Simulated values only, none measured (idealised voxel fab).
Process module in this document: voxel tone inversion
Square cells of 5 nm make up the cross-section cut, whose width is 240 nm.
Bands, listed from the top down, are how a cross-section gets written in this document; the cross-section itself is a grid of square cells, and a band is one or more rows of them.
Top height, bottom height, nm. Materials left to right, width each, nm. Single material + "throughout" = fills band edge to edge. "blank" = empty.
Ref level 0: as-received wafer is one material below here. Bottom band extends down with no lower bound ("top 0, no bottom").
When a width is written as two numbers, as in "30..40", the first number is the width in the top row of cells of the band and the second is the width in its bottom row, and the width changes by the same amount from each row to the next.
A step reported as "changes: none" is a step in which no cell of the cross-section changed.
The list in "Encapsulated voids" covers empty spaces of 8 cells or more that cannot reach the top through any open way, and it gives each as width x height at distance; the distance is from the left edge, and width, height and distance are in nm.
Where a step's line continues beyond its settings, the continuation is a remark by the simulator itself on that step.
You can add "overlay nm" to a step's line. For a step with a mask, it describes how far the mask lay to the right of its planned position, and a negative number describes a lay to the left.
## Listed below are the process steps as planned
- 1: RECEIVE | material Si
- 2: CONFORMAL_DEP | material SiCN | thk nm 5
- 3: DIRECTIONAL_DEP | material polySi | thk nm 20
- 4: PATTERN | tone cover | mask id POSTS | material resist | width nm 25 | pitch nm 55 | thk nm 30 | overlay nm 0
- 5: DIRECTIONAL_ETCH | etch materials polySi | depth nm 20
- 6: STRIP | etch materials resist
- 7: FILL_DEP | material lowk | thk nm 10
- 8: CMP | height nm 25
- 9: STRIP | etch materials polySi
## Cross-section: wafer on arrival = after step 1
> top 0, no bottom: Si throughout
> Encapsulated voids: none
## Wafer cross-section at end of module: start and plan as shown above, one execution error
> top 25, bottom 0: SiCN throughout
> top 0, no bottom: Si throughout
> Encapsulated voids: none
The plan and the run diverged here: contrary to plan, step 3 was performed as DIRECTIONAL_DEP | material SiCN | thk nm 20
